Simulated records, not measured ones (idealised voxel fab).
Documented hereafter: the process module known as voxel air gaps.
In the cross-section labelled cut, the width is 285 nm and each square cell is 5 nm.
Cross-section, as written here: a square-cell grid given band by band from the top down, where a band holds one or more rows of cells.
For a band, the entry starts with two heights in nm, that of the top and then that of the bottom, and carries on with the band's materials in order from left to right, each alongside its width in nm; the word "full width" beside a single material means it fills the band edge to edge, and "empty" means empty space.
Where do heights start? At 0: under that level the wafer as delivered is made of one material only. And the lowest band has no floor; it just carries on downward, as in "0 nm and below".
Width: "30 to 40" (first number = top row, second number = bottom row, same change from row to row of cells).
Where the words "no change occurred" appear for a step, the cross-section shows no cell changed by that step; every cell remained as before.
Reported under the label "Closed void roster" are the empty spaces having no open way to the top and comprising 8 cells or more; the notation for each is width x height at distance, in which the distance is measured from the left edge and all three values are in nm.
Past the settings on a step's line: simulator remark, on that step.
If you see "overlay nm" on a step's line and that step has a mask, it's telling you how far right of where it was planned the mask ended up; a negative number means it went left instead.
Planned process steps:
1) RECEIVE (material Si)
2) CONFORMAL_DEP (material SiO2; thk nm 15)
3) CONFORMAL_DEP (material SiN; thk nm 5)
4) DIRECTIONAL_DEP (material lowk; thk nm 30)
5) MASKED_ETCH (tone open; mask id LINES; width nm 20; pitch nm 50; etch materials lowk; depth nm 30; overlay nm 0)
6) CONFORMAL_DEP (material TiN; thk nm 5)
7) FILL_DEP (material Cu; thk nm 10)
8) CMP (height nm 50)
9) EPI (material Ru; thk nm 10)
10) SELECTIVE_ETCH (etch materials lowk; depth nm 40)
11) CONFORMAL_DEP (material SiCN; thk nm 5)
As-received wafer cross-section (after step 1):
  0 nm and below = Si full width
  Closed void roster: none
Cross-section, first of two wafers, end of module, run as planned:
  65 nm to 60 nm = 40 nm empty  200 nm SiCN  45 nm empty
  60 nm to 50 nm = 40 nm empty  5 nm SiCN  40 nm Ru  10 nm SiCN  40 nm Ru  10 nm SiCN  40 nm Ru  10 nm SiCN  40 nm Ru  5 nm SiCN  45 nm empty
  50 nm to 45 nm = 40 nm empty  15 nm SiCN  5 nm TiN  10 nm Cu  5 nm TiN  30 nm SiCN  5 nm TiN  10 nm Cu  5 nm TiN  30 nm SiCN  5 nm TiN  10 nm Cu  5 nm TiN  30 nm SiCN  5 nm TiN  10 nm Cu  5 nm TiN  15 nm SiCN  45 nm empty
  45 nm to 25 nm = 50 nm empty  5 nm SiCN  5 nm TiN  10 nm Cu  5 nm TiN  5 nm SiCN  20 nm empty  5 nm SiCN  5 nm TiN  10 nm Cu  5 nm TiN  5 nm SiCN  20 nm empty  5 nm SiCN  5 nm TiN  10 nm Cu  5 nm TiN  5 nm SiCN  20 nm empty  5 nm SiCN  5 nm TiN  10 nm Cu  5 nm TiN  5 nm SiCN  55 nm empty
  25 nm to 20 nm = 55 nm SiCN  20 nm TiN  30 nm SiCN  20 nm TiN  30 nm SiCN  20 nm TiN  30 nm SiCN  20 nm TiN  60 nm SiCN
  20 nm to 15 nm = SiN full width
  15 nm to 0 nm = SiO2 full width
  0 nm and below = Si full width
  Closed void roster: 20 x 20 at 80; 20 x 20 at 130; 20 x 20 at 180
This is the second of the two wafers, cross-sectioned at the end of the module; it started exactly like the first and was given the same plan, but it was run with one mistake:
  65 nm to 60 nm = SiCN full width
  60 nm to 50 nm = Ru full width
  50 nm to 25 nm = 50 nm Cu  5 nm TiN  20 nm lowk  5 nm TiN  20 nm Cu  5 nm TiN  20 nm lowk  5 nm TiN  20 nm Cu  5 nm TiN  20 nm lowk  5 nm TiN  20 nm Cu  5 nm TiN  20 nm lowk  5 nm TiN  55 nm Cu
  25 nm to 20 nm = 55 nm TiN  20 nm lowk  30 nm TiN  20 nm lowk  30 nm TiN  20 nm lowk  30 nm TiN  20 nm lowk  60 nm TiN
  20 nm to 15 nm = SiN full width
  15 nm to 0 nm = SiO2 full width
  0 nm and below = Si full width
  Closed void roster: none
The plan and the run diverged here: step 5 ran differently from the plan; actual operation with settings: MASKED_ETCH (tone cover; mask id LINES; width nm 20; pitch nm 50; etch materials lowk; depth nm 30; overlay nm 0)
Per the end-of-run cell counts, the second wafer holds more or fewer of some materials than the first: +125 Cu; +50 Ru; -96 SiCN; +25 TiN; +96 lowk
Wafer, first: 3 closed voids at end. Wafer, second: 0.
